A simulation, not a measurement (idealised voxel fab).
Presented below is a process module, voxel trench capacitor.
Pictured: cross-section cut, 285 nm wide, on a grid of 5 nm square cells.
Just so we're on the same page, the cross-sections are grids of square cells, and they're listed out in bands top to bottom, each band one or more rows deep. Band entry format. Leading values: height of top, height of bottom, nm. Remainder: materials in left-to-right order, each with its width in nm. Special words: "all across" on a single material, which then fills the band edge to edge; "air", empty space. Counting heights begins at 0, where everything beneath is, in the wafer as received, one material. The lowest band has no bottom; it goes on downwards, as "from 0 down" shows. Read "30->40" as a graded width: first number on top, second number at the bottom, same change between each pair of neighbouring rows. "nothing altered" (step): cross-section cells unchanged, all of them. Empty spaces without an open route to the top, at least 8 cells in extent, make up the entry "Closed void register"; each is given as width x height at distance, where the distance is measured from the left edge, and all are in nm. Text after the settings on a step's line: the simulator's own remark on that step. overlay nm: for a step with a mask, the amount by which the mask lay right of where it was planned; a negative amount means left of it.
### Below is the list of planned process steps
1 RECEIVE, material Si
2 CONFORMAL_DEP, material SiN, thk nm 10
3 DIRECTIONAL_DEP, material aC, thk nm 10
4 PATTERN, tone open, mask id TRENCH, material resist, width nm 25, pitch nm 50, thk nm 30, overlay nm 0
5 DIRECTIONAL_ETCH, etch materials aC, depth nm 10
6 STRIP, etch materials resist
7 DIRECTIONAL_ETCH, etch materials SiN, depth nm 10
8 DIRECTIONAL_ETCH, etch materials Si, depth nm 30
9 STRIP, etch materials aC
10 CONFORMAL_DEP, material SiO2, thk nm 5
11 FILL_DEP, material polySi, thk nm 10
12 CMP, height nm 10
### First out of two wafers; run went to plan
### Cross-section of the incoming wafer, state after step 1
> from 0 down = Si all across
> Closed void register: none
### Cross-section: wafer state after step 2
> from 10 to 0 = SiN all across
> Under 0: no change, same as before.
### Cross-section: wafer state after step 3
> from 20 to 10 = aC all across
> Under 10: no change, same as before.
### Cross-section: wafer state after step 4
> from 50 to 20 = resist: 105  air: 25  resist: 25  air: 25  resist: 105
> Under 20: no change, same as before.
### Cross-section: wafer state after step 5
> from 40 to 20 = resist: 105  air: 25  resist: 25  air: 25  resist: 105
> from 20 to 10 = aC: 105  air: 25  aC: 25  air: 25  aC: 105
> Under 10: no change, same as before.
### Cross-section: wafer state after step 6
> from 20 to 10 = aC: 105  air: 25  aC: 25  air: 25  aC: 105
> Under 10: no change, same as before.
### Cross-section: wafer state after step 7
> from 20 to 10 = aC: 105  air: 25  aC: 25  air: 25  aC: 105
> from 10 to 0 = SiN: 105  air: 25  SiN: 25  air: 25  SiN: 105
> Under 0: no change, same as before.
### Cross-section: wafer state after step 8
> from 20 to 10 = aC: 105  air: 25  aC: 25  air: 25  aC: 105
> from 10 to 0 = SiN: 105  air: 25  SiN: 25  air: 25  SiN: 105
> from 0 to -30 = Si: 105  air: 25  Si: 25  air: 25  Si: 105
> Under -30: no change, same as before.
### Cross-section: wafer state after step 9
> from 10 to 0 = SiN: 105  air: 25  SiN: 25  air: 25  SiN: 105
> Under 0: no change, same as before.
### Cross-section: wafer state after step 10
> from 15 to 10 = SiO2: 110  air: 15  SiO2: 35  air: 15  SiO2: 110
> from 10 to 0 = SiN: 105  SiO2: 5  air: 15  SiO2: 5  SiN: 25  SiO2: 5  air: 15  SiO2: 5  SiN: 105
> from 0 to -25 = Si: 105  SiO2: 5  air: 15  SiO2: 5  Si: 25  SiO2: 5  air: 15  SiO2: 5  Si: 105
> from -25 to -30 = Si: 105  SiO2: 25  Si: 25  SiO2: 25  Si: 105
> Under -30: no change, same as before.
### Cross-section: wafer state after step 11
> from 25 to 15 = polySi all across
> from 15 to 10 = SiO2: 110  polySi: 15  SiO2: 35  polySi: 15  SiO2: 110
> from 10 to 0 = SiN: 105  SiO2: 5  polySi: 15  SiO2: 5  SiN: 25  SiO2: 5  polySi: 15  SiO2: 5  SiN: 105
> from 0 to -25 = Si: 105  SiO2: 5  polySi: 15  SiO2: 5  Si: 25  SiO2: 5  polySi: 15  SiO2: 5  Si: 105
> Under -25: no change, same as before.
### Cross-section: wafer state after step 12
> from 10 to 0 = SiN: 105  SiO2: 5  polySi: 15  SiO2: 5  SiN: 25  SiO2: 5  polySi: 15  SiO2: 5  SiN: 105
> Under 0: no change, same as before.
### The second wafer was prepared from the same starting point and under the same plan as the first; its processing contained one mistake, and it remains indistinguishable from the first wafer up to and including step 11
Cross-section: second wafer, time at which step 12 was scheduled to end: nothing altered
The mistake made against the process plan was this: skipped: plan step 12 (never run)
at the end the second wafer has, in cells: SiO2: 51 more; polySi: 120 more
